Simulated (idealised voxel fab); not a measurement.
Documented hereafter: the process module known as voxel double patterning.
Section cut is 300 nm wide and gridded with 5 nm square cells.
Cross-section, as written here: a square-cell grid given band by band from the top down, where a band holds one or more rows of cells. Top height, bottom height, nm. Materials left to right, width each, nm. Single material + "all across" = fills band edge to edge. "air" = empty. Height reference: 0 = level under which incoming wafer is all one material. Lowest band: no bottom, runs on downward, e.g. "0 and below". It should be noted that a width expressed as "30->40" varies in equal increments from row to row of cells within the band, taking the value of the first number at the top row and that of the second number at the bottom row. "nothing altered" (step): cross-section cells unchanged, all of them. "Closed internal cavities" specifies each empty space that is not open to the top and that occupies no fewer than 8 cells, using the form width x height at distance, the distance measured from the left edge and all three quantities in nm. Step line, after settings: the simulator's comment on this step. Each step line may optionally specify "overlay nm", which for a step with a mask gives the rightward distance between the mask's planned place and where it lay, a negative value indicating the leftward direction.
So here's the lineup of process steps we planned
| 1 | RECEIVE (material Si) |
| 2 | CONFORMAL_DEP (material SiO2; thk nm 10) |
| 3 | DIRECTIONAL_DEP (material TiN; thk nm 15) |
| 4 | DIRECTIONAL_DEP (material SiCN; thk nm 5) |
| 5 | DIRECTIONAL_DEP (material aC; thk nm 10) |
| 6 | PATTERN (tone open; mask id FIRST; material resist; width nm 15; pitch nm 50; thk nm 30; overlay nm 0) |
| 7 | DIRECTIONAL_ETCH (etch materials aC; depth nm 10) |
| 8 | STRIP (etch materials resist) |
| 9 | DIRECTIONAL_ETCH (etch materials SiCN; depth nm 5) |
| 10 | STRIP (etch materials aC) |
| 11 | MASKED_ETCH (tone open; mask id SECOND; width nm 15; pitch nm 50; etch materials SiCN; depth nm 5; overlay nm 0) |
| 12 | DIRECTIONAL_ETCH (etch materials TiN; depth nm 15) |
| 13 | STRIP (etch materials SiCN) |
Cross-section: wafer on arrival = after step 1
> 0 and below = Si all across
> Closed internal cavities: none
first wafer at the end, as planned
> 25 down to 10 = TiN 90 / air 15 / TiN 10 / air 15 / TiN 10 / air 15 / TiN 10 / air 15 / TiN 10 / air 15 / TiN 95
> 10 down to 0 = SiO2 all across
> 0 and below = Si all across
> Closed internal cavities: none
Cross-sectional view: second of two wafers, end of module; start and plan identical to the first, one mistake in running
> 25 down to 0 = SiO2 all across
> 0 and below = Si all across
> Closed internal cavities: none
Deviation from plan: contrary to plan, step 3 was performed as DIRECTIONAL_DEP (material SiO2; thk nm 15)
Cell-count delta at end, second wafer over first, by material: SiO2: 180 more | TiN: 135 fewer
